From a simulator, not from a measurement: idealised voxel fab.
Process module under the name voxel released beams
We display cut, a cross-section 275 nm in width whose square cells are each 5 nm.
When this document writes out a cross-section, it uses a grid of square cells and lists it as bands, beginning at the top and moving down, with a band standing for one or more rows of cells.
Band: top height; bottom height; in nm. Then, left to right: material with width in nm, for each material. "all across": a single material spanning edge to edge. "air": empty space.
Beneath 0, the wafer as received is one material, and that level is where height counting begins. The lowest band goes on downward without a bottom; it is written like "top 0, no bottom".
Note: "30->40" means the width goes from the first number (top row of the band) to the second number (bottom row) in equal steps per row of cells.
"identical to before", as given for a step, is the statement that not any cell of the cross-section underwent a change during that step.
"Enclosed empty spaces" means: voids of 8 cells or more that are shut off from the top with no open way through. Written width x height at distance, distance from the left edge, in nm.
Text after the settings on a step's line: the simulator's own remark on that step.
The setting "overlay nm" may be written on the line of a step. When the step uses a mask, the value reports how far to the right of the planned place the mask lay, and a negative value reports that it lay to the left.

## Process steps (planned)
1) RECEIVE with material Si
2) CONFORMAL_DEP with material SiN, thk nm 5
3) DIRECTIONAL_DEP with material SiO2, thk nm 15
4) DIRECTIONAL_DEP with material aC, thk nm 15
5) PATTERN with tone open, mask id ANCHOR, material resist, width nm 35, thk nm 35, overlay nm 0
6) DIRECTIONAL_ETCH with etch materials aC, depth nm 5
7) STRIP with etch materials resist
8) DIRECTIONAL_ETCH with etch materials SiO2, depth nm 15
9) STRIP with etch materials aC
10) CONFORMAL_DEP with material W, thk nm 15
11) MASKED_ETCH with tone cover, mask id BEAM, width nm 90, etch materials W, depth nm 15, overlay nm 0
12) STRIP with etch materials SiO2
Don't read the plan's depth nm for step 6 as applying to every wafer: that's the first wafer's value, and the wafers differ in it, though they all start identical.

## Here's the first of the wafers in cross-section, just as we got it, i.e. after step 1
	top 0, no bottom  Si all across
	Enclosed empty spaces: none

## Quick key for the table: a row per wafer, taken at the end of the module. For each material it tells you how many cells the wafer gained (+) or lost (-) since it came in, and the closed voids come after
depth nm 5, +55 SiN, Enclosed empty spaces: none
depth nm 10, +55 SiN, Enclosed empty spaces: none
depth nm 15, +55 SiN, +72 W, Enclosed empty spaces: none
depth nm 20, +55 SiN, +72 W, Enclosed empty spaces: none
depth nm 25, +55 SiN, +72 W, Enclosed empty spaces: none
depth nm 30, +55 SiN, +72 W, Enclosed empty spaces: none
